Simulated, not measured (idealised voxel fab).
process module | voxel wiring stack
cross-section cut | 195 nm wide | cells 5 nm
A cross-section is a grid of square cells, given in bands from the top down. A band is one or more rows of cells.
Each band's line starts with the height of the band's top and of its bottom, in nm. Then come its materials from left to right, each with its width in nm. One material with "throughout" fills the band from edge to edge. "air" is empty space.
Height 0 is the level under which the wafer as received is all one material. The lowest band goes on downwards, as in "0 down".
A width such as "30 to 40" changes by the same amount from each row of cells to the next, from the band's top row to its bottom row.
"no change" after a step means that no cell of the cross-section changed.
closed voids: empty space of 8 cells or more with no open way to the top, each as width x height at its distance from the left edge, in nm
after a step's settings: what the simulator itself notes on the step
overlay nm, on a step with a mask: how far to the right of its planned place the mask lay; to the left if negative
plan
1 op RECEIVE | material Si
2 op CONFORMAL_DEP | material SiO2 | thk nm 15
3 op CONFORMAL_DEP | material SiCN | thk nm 5
4 op DIRECTIONAL_DEP | material SiO2 | thk nm 20
5 op MASKED_ETCH | tone open | mask id METAL_1 | width nm 30 | pitch nm 45 | etch materials SiO2 | depth nm 20 | overlay nm 0
6 op MASKED_ETCH | tone open | mask id METAL_1 | width nm 30 | pitch nm 45 | etch materials SiCN | depth nm 5 | overlay nm 0
7 op CONFORMAL_DEP | material TiN | thk nm 5
8 op FILL_DEP | material W | thk nm 10
9 op CMP | height nm 40
10 op CONFORMAL_DEP | material SiCN | thk nm 5
11 op DIRECTIONAL_DEP | material SiO2 | thk nm 15
12 op MASKED_ETCH | tone open | mask id PLUG_1 | width nm 15 | pitch nm 45 | etch materials SiO2 | depth nm 15 | overlay nm 0
13 op MASKED_ETCH | tone open | mask id PLUG_1 | width nm 15 | pitch nm 45 | etch materials SiCN | depth nm 5 | overlay nm 0
14 op CONFORMAL_DEP | material TiN | thk nm 5
15 op FILL_DEP | material Cu | thk nm 10
16 op CMP | height nm 60
17 op CONFORMAL_DEP | material SiCN | thk nm 5
18 op DIRECTIONAL_DEP | material lowk | thk nm 25
19 op DIRECTIONAL_DEP | material aC | thk nm 10
20 op PATTERN | tone open | mask id METAL_2 | material resist | width nm 30 | pitch nm 45 | thk nm 30 | overlay nm 0
21 op DIRECTIONAL_ETCH | etch materials aC | depth nm 10
22 op STRIP | etch materials resist
23 op DIRECTIONAL_ETCH | etch materials lowk | depth nm 25
24 op DIRECTIONAL_ETCH | etch materials SiCN | depth nm 5
25 op STRIP | etch materials aC
26 op CONFORMAL_DEP | material TiN | thk nm 5
27 op FILL_DEP | material Ru | thk nm 10
28 op CMP | height nm 90
29 op CONFORMAL_DEP | material SiCN | thk nm 5
as received, after step 1
  0 down: Si throughout
  closed voids: none
a wafer at the end: this start, this plan, one mistake
  95 to 90: SiCN throughout
  90 to 65: lowk 60 | TiN 5 | Ru 20 | TiN 5 | lowk 15 | TiN 5 | Ru 20 | TiN 5 | lowk 60
  65 to 60: SiCN 60 | TiN 30 | SiCN 15 | TiN 30 | SiCN 60
  60 to 50: Cu 55 | TiN 5 | SiO2 15 | TiN 5 | Cu 20 | TiN 5 | SiO2 15 | TiN 5 | Cu 70
  50 to 45: TiN 60 | SiO2 15 | TiN 30 | SiO2 15 | TiN 75
  45 to 40: SiCN throughout
  40 to 20: SiO2 60 | TiN 5 | W 20 | TiN 5 | SiO2 15 | TiN 5 | W 20 | TiN 5 | SiO2 60
  20 to 15: SiCN 60 | TiN 30 | SiCN 15 | TiN 30 | SiCN 60
  15 to 0: SiO2 throughout
  0 down: Si throughout
  closed voids: none
what went wrong: step 12 ran as: op MASKED_ETCH | tone cover | mask id PLUG_1 | width nm 15 | pitch nm 45 | etch materials SiO2 | depth nm 15 | overlay nm 0
